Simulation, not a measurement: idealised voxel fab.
process module | voxel capacitor over wiring
cross-section cut | 210 nm wide | cells 5 nm
A cross-section is a grid of square cells, given in bands from the top down. A band is one or more rows of cells.
Each band's line starts with the height of the band's top and of its bottom, in nm. Then come its materials from left to right, each with its width in nm. One material with "throughout" fills the band from edge to edge. "air" is empty space.
Height 0 is the level under which the wafer as received is all one material. The lowest band goes on downwards, as in "0 down".
A width such as "30 to 40" changes by the same amount from each row of cells to the next, from the band's top row to its bottom row.
"no change" after a step means that no cell of the cross-section changed.
closed voids: empty space of 8 cells or more with no open way to the top, each as width x height at its distance from the left edge, in nm
after a step's settings: what the simulator itself notes on the step
overlay nm, on a step with a mask: how far to the right of its planned place the mask lay; to the left if negative
plan
1 op RECEIVE | material Si
2 op CONFORMAL_DEP | material SiO2 | thk nm 10
3 op CONFORMAL_DEP | material SiCN | thk nm 5
4 op DIRECTIONAL_DEP | material SiO2 | thk nm 15
5 op PATTERN | tone open | mask id METAL_1 | material resist | width nm 30 | pitch nm 95 | thk nm 20 | overlay nm 0
6 op DIRECTIONAL_ETCH | etch materials SiO2 | depth nm 15
7 op DIRECTIONAL_ETCH | etch materials SiCN | depth nm 5
8 op STRIP | etch materials resist
9 op CONFORMAL_DEP | material TiN | thk nm 5
10 op FILL_DEP | material Cu | thk nm 5
11 op CMP | height nm 30
12 op CONFORMAL_DEP | material SiCN | thk nm 5
13 op DIRECTIONAL_DEP | material lowk | thk nm 20
14 op PATTERN | tone open | mask id PLUG_1 | material resist | width nm 15 | thk nm 15 | overlay nm 0
15 op DIRECTIONAL_ETCH | etch materials lowk | depth nm 20
16 op DIRECTIONAL_ETCH | etch materials SiCN | depth nm 5
17 op STRIP | etch materials resist
18 op EPI | material Ru | thk nm 10
19 op EPI | material Ru | thk nm 10
20 op EPI | material Ru | thk nm 5
21 op DIRECTIONAL_DEP | material TiN | thk nm 5
22 op DIRECTIONAL_DEP | material HfO2 | thk nm 5
23 op DIRECTIONAL_DEP | material TiN | thk nm 5
24 op MASKED_ETCH | tone cover | mask id UPPER_PLATE | width nm 70 | etch materials TiN | depth nm 5 | overlay nm 0
25 op MASKED_ETCH | tone cover | mask id UPPER_PLATE | width nm 70 | etch materials HfO2 | depth nm 5 | overlay nm -15
26 op MASKED_ETCH | tone cover | mask id LOWER_PLATE | width nm 80 | etch materials TiN | depth nm 5 | overlay nm 0
27 op FILL_DEP | material SiO2 | thk nm 15
28 op CMP | height nm 80
29 op DIRECTIONAL_DEP | material aC | thk nm 15
30 op PATTERN | tone open | mask id PLUG_2 | material resist | width nm 15 | thk nm 30 | overlay nm 0
31 op DIRECTIONAL_ETCH | etch materials aC | depth nm 15
32 op STRIP | etch materials resist
33 op DIRECTIONAL_ETCH | etch materials SiO2 | depth nm 10
34 op STRIP | etch materials aC
35 op CONFORMAL_DEP | material TiN | thk nm 5
36 op FILL_DEP | material W | thk nm 5
37 op CMP | height nm 80
38 op CONFORMAL_DEP | material SiN | thk nm 5
varied across the wafers: overlay nm of step 25. The plan shows the first wafer's value. All wafers start alike
first wafer as received, after step 1
  0 down: Si throughout
  closed voids: none
each wafer at the end: cells of each material gained (+) or lost (-) since it was received, then its closed voids
overlay nm -15 | +24 Cu | +17 HfO2 | +15 Ru | +69 SiCN | +42 SiN | +329 SiO2 | +61 TiN | +1 W | +156 lowk | closed voids: none
overlay nm -10 | +24 Cu | +16 HfO2 | +15 Ru | +69 SiCN | +42 SiN | +331 SiO2 | +60 TiN | +1 W | +156 lowk | closed voids: none
overlay nm -5 | +24 Cu | +15 HfO2 | +15 Ru | +69 SiCN | +42 SiN | +333 SiO2 | +59 TiN | +1 W | +156 lowk | closed voids: none
overlay nm 0 | +24 Cu | +14 HfO2 | +15 Ru | +69 SiCN | +42 SiN | +334 SiO2 | +59 TiN | +1 W | +156 lowk | closed voids: none
overlay nm 5 | +24 Cu | +15 HfO2 | +15 Ru | +69 SiCN | +42 SiN | +333 SiO2 | +59 TiN | +1 W | +156 lowk | closed voids: none
overlay nm 10 | +24 Cu | +16 HfO2 | +15 Ru | +69 SiCN | +42 SiN | +331 SiO2 | +60 TiN | +1 W | +156 lowk | closed voids: none
overlay nm 15 | +24 Cu | +17 HfO2 | +15 Ru | +69 SiCN | +42 SiN | +329 SiO2 | +61 TiN | +1 W | +156 lowk | closed voids: none
